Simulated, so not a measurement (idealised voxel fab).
Process module name: voxel transistor to metal
Section shown: cut. Width: 145 nm. Cell size: 5 nm, square.
We lay out every cross-section as a grid of square cells and spell it out in bands from the top down, where one band means one or more rows of cells. Per band: top height and bottom height in nm, followed by the left-to-right materials and their widths in nm; "everywhere" marks a single material spanning edge to edge, "air" marks empty space. Height 0 is the level under which the wafer as received is all one material. The lowest band goes on downwards, as in "0..down". Note: "30 to 40" means the width goes from the first number (top row of the band) to the second number (bottom row) in equal steps per row of cells. "no modifications" (step): cross-section cells unchanged, all of them. "Trapped void list" specifies each empty space that is not open to the top and that occupies no fewer than 8 cells, using the form width x height at distance, the distance measured from the left edge and all three quantities in nm. If you see something after the settings on a step's line, that's the simulator's own remark about that step. A step line may carry the setting "overlay nm", which, for steps involving a mask, states the distance by which the mask lay to the right of its intended position; negative values denote displacement to the left.
The planned process steps are enumerated hereunder:
1) op RECEIVE | material Si
2) op CONFORMAL_DEP | material SiO2 | thk nm 5
3) op CONFORMAL_DEP | material SiN | thk nm 15
4) op DIRECTIONAL_DEP | material aC | thk nm 10
5) op PATTERN | tone cover | mask id ACTIVE | material resist | width nm 100 | thk nm 25 | overlay nm 0
6) op DIRECTIONAL_ETCH | etch materials aC | depth nm 10
7) op STRIP | etch materials resist
8) op DIRECTIONAL_ETCH | etch materials SiN | depth nm 15
9) op DIRECTIONAL_ETCH | etch materials SiO2 | depth nm 5
10) op DIRECTIONAL_ETCH | etch materials Si | depth nm 20
11) op STRIP | etch materials aC
12) op FILL_DEP | material SiO2 | thk nm 15
13) op CMP | height nm 20
14) op SELECTIVE_ETCH | etch materials SiO2 | depth nm 15
15) op STRIP | etch materials SiN
16) op SELECTIVE_ETCH | etch materials SiO2 | depth nm 5
17) op OXIDIZE | depth nm 5
18) op DIRECTIONAL_DEP | material polySi | thk nm 25
19) op DIRECTIONAL_DEP | material SiCN | thk nm 10
20) op MASKED_ETCH | tone cover | mask id GATE | width nm 20 | etch materials SiCN | depth nm 20 | overlay nm 0
21) op MASKED_ETCH | tone cover | mask id GATE | width nm 20 | etch materials polySi | depth nm 35 | overlay nm 0
22) op CONFORMAL_DEP | material SiO2 | thk nm 5
23) op DIRECTIONAL_ETCH | etch materials SiO2 | depth nm 5
24) op CONFORMAL_DEP | material SiN | thk nm 10
25) op DIRECTIONAL_ETCH | etch materials SiN | depth nm 10
26) op DIRECTIONAL_ETCH | etch materials SiO2 | depth nm 5
27) op DIRECTIONAL_ETCH | etch materials Si | depth nm 5
28) op EPI | material pSi | thk nm 10
29) op FILL_DEP | material SiO2 | thk nm 10
30) op CMP | height nm 35
31) op DIRECTIONAL_DEP | material SiO2 | thk nm 15
32) op MASKED_ETCH | tone open | mask id CONTACT | width nm 20 | pitch nm 70 | etch materials SiO2 | depth nm 50 | overlay nm 0
33) op CONFORMAL_DEP | material TiN | thk nm 5
34) op FILL_DEP | material W | thk nm 10
35) op CMP | height nm 50
36) op CONFORMAL_DEP | material SiN | thk nm 5
37) op DIRECTIONAL_DEP | material lowk | thk nm 15
38) op MASKED_ETCH | tone open | mask id METAL_1 | width nm 20 | pitch nm 70 | etch materials lowk | depth nm 15 | overlay nm 0
39) op MASKED_ETCH | tone open | mask id METAL_1 | width nm 20 | pitch nm 70 | etch materials SiN | depth nm 5 | overlay nm 0
40) op CONFORMAL_DEP | material TiN | thk nm 5
41) op FILL_DEP | material Cu | thk nm 10
42) op CMP | height nm 70
43) op CONFORMAL_DEP | material SiCN | thk nm 5
44) op DIRECTIONAL_DEP | material lowk | thk nm 30
45) op DIRECTIONAL_DEP | material aC | thk nm 10
46) op PATTERN | tone open | mask id METAL_2 | material resist | width nm 20 | pitch nm 70 | thk nm 30 | overlay nm 0
47) op DIRECTIONAL_ETCH | etch materials aC | depth nm 10
48) op STRIP | etch materials resist
49) op DIRECTIONAL_ETCH | etch materials lowk | depth nm 15
50) op STRIP | etch materials aC
51) op DIRECTIONAL_DEP | material aC | thk nm 10
52) op PATTERN | tone open | mask id METAL_2_HOLES | material resist | width nm 15 | pitch nm 70 | thk nm 30 | overlay nm 0
53) op DIRECTIONAL_ETCH | etch materials aC | depth nm 10
54) op STRIP | etch materials resist
55) op DIRECTIONAL_ETCH | etch materials lowk | depth nm 15
56) op DIRECTIONAL_ETCH | etch materials SiCN | depth nm 5
57) op STRIP | etch materials aC
58) op CONFORMAL_DEP | material TiN | thk nm 5
59) op FILL_DEP | material Ru | thk nm 10
60) op CMP | height nm 105
61) op CONFORMAL_DEP | material SiCN | thk nm 5
Cross-section of the wafer at receipt, which is the condition after step 1:
	0..down  Si everywhere
	Trapped void list: none
Post-module cross-section: identical start and plan to those above, one misstep in execution:
	110..105  SiCN everywhere
	105..95  25 nm lowk / 5 nm TiN / 10 nm Ru / 5 nm TiN / 50 nm lowk / 5 nm TiN / 10 nm Ru / 5 nm TiN / 30 nm lowk
	95..90  25 nm lowk / 5 nm TiN / 5 nm Ru / 10 nm TiN / 50 nm lowk / 5 nm TiN / 5 nm Ru / 10 nm TiN / 30 nm lowk
	90..75  25 nm lowk / 5 nm TiN / 5 nm Ru / 5 nm TiN / 55 nm lowk / 5 nm TiN / 5 nm Ru / 5 nm TiN / 35 nm lowk
	75..70  25 nm SiCN / 15 nm TiN / 55 nm SiCN / 15 nm TiN / 35 nm SiCN
	70..55  25 nm lowk / 5 nm TiN / 10 nm Cu / 5 nm TiN / 50 nm lowk / 5 nm TiN / 10 nm Cu / 5 nm TiN / 30 nm lowk
	55..50  25 nm SiN / 20 nm TiN / 50 nm SiN / 20 nm TiN / 30 nm SiN
	50..35  25 nm SiO2 / 5 nm TiN / 10 nm W / 5 nm TiN / 50 nm SiO2 / 5 nm TiN / 10 nm W / 5 nm TiN / 30 nm SiO2
	35..30  25 nm SiO2 / 5 nm TiN / 10 nm W / 5 nm TiN / 10 nm SiN / 5 nm SiO2 / 20 nm SiCN / 5 nm SiO2 / 10 nm SiN / 5 nm TiN / 10 nm W / 5 nm TiN / 30 nm SiO2
	30..25  25 nm SiO2 / 5 nm TiN / 10 nm W / 5 nm TiN / 10 nm SiN / 5 nm SiO2 / 20 nm SiCN / 5 nm SiO2 / 10 nm SiN / 20 nm TiN / 30 nm SiO2
	25..10  25 nm SiO2 / 5 nm TiN / 10 nm W / 5 nm TiN / 10 nm SiN / 5 nm SiO2 / 30 nm polySi / 5 nm SiO2 / 10 nm SiN / 10 nm TiN / 30 nm SiO2
	10..5  25 nm SiO2 / 20 nm TiN / 10 nm SiN / 5 nm SiO2 / 30 nm polySi / 5 nm SiO2 / 10 nm SiN / 10 nm TiN / 30 nm SiO2
	5..0  25 nm SiO2 / 10 nm TiN / 10 nm pSi / 10 nm SiN / 5 nm SiO2 / 30 nm polySi / 5 nm SiO2 / 10 nm SiN / 10 nm pSi / 30 nm SiO2
	0..-5  15 nm SiO2 / 30 nm pSi / 60 nm SiO2 / 20 nm pSi / 20 nm SiO2
	-5..-10  20 nm SiO2 / 25 nm pSi / 60 nm Si / 15 nm pSi / 25 nm SiO2
	-10..-20  20 nm SiO2 / 100 nm Si / 25 nm SiO2
	-20..down  Si everywhere
	Trapped void list: none
Run error: step 21 did not use the planned setting and instead ran as op MASKED_ETCH | tone cover | mask id GATE | width nm 20 | etch materials polySi | depth nm 35 | overlay nm 10
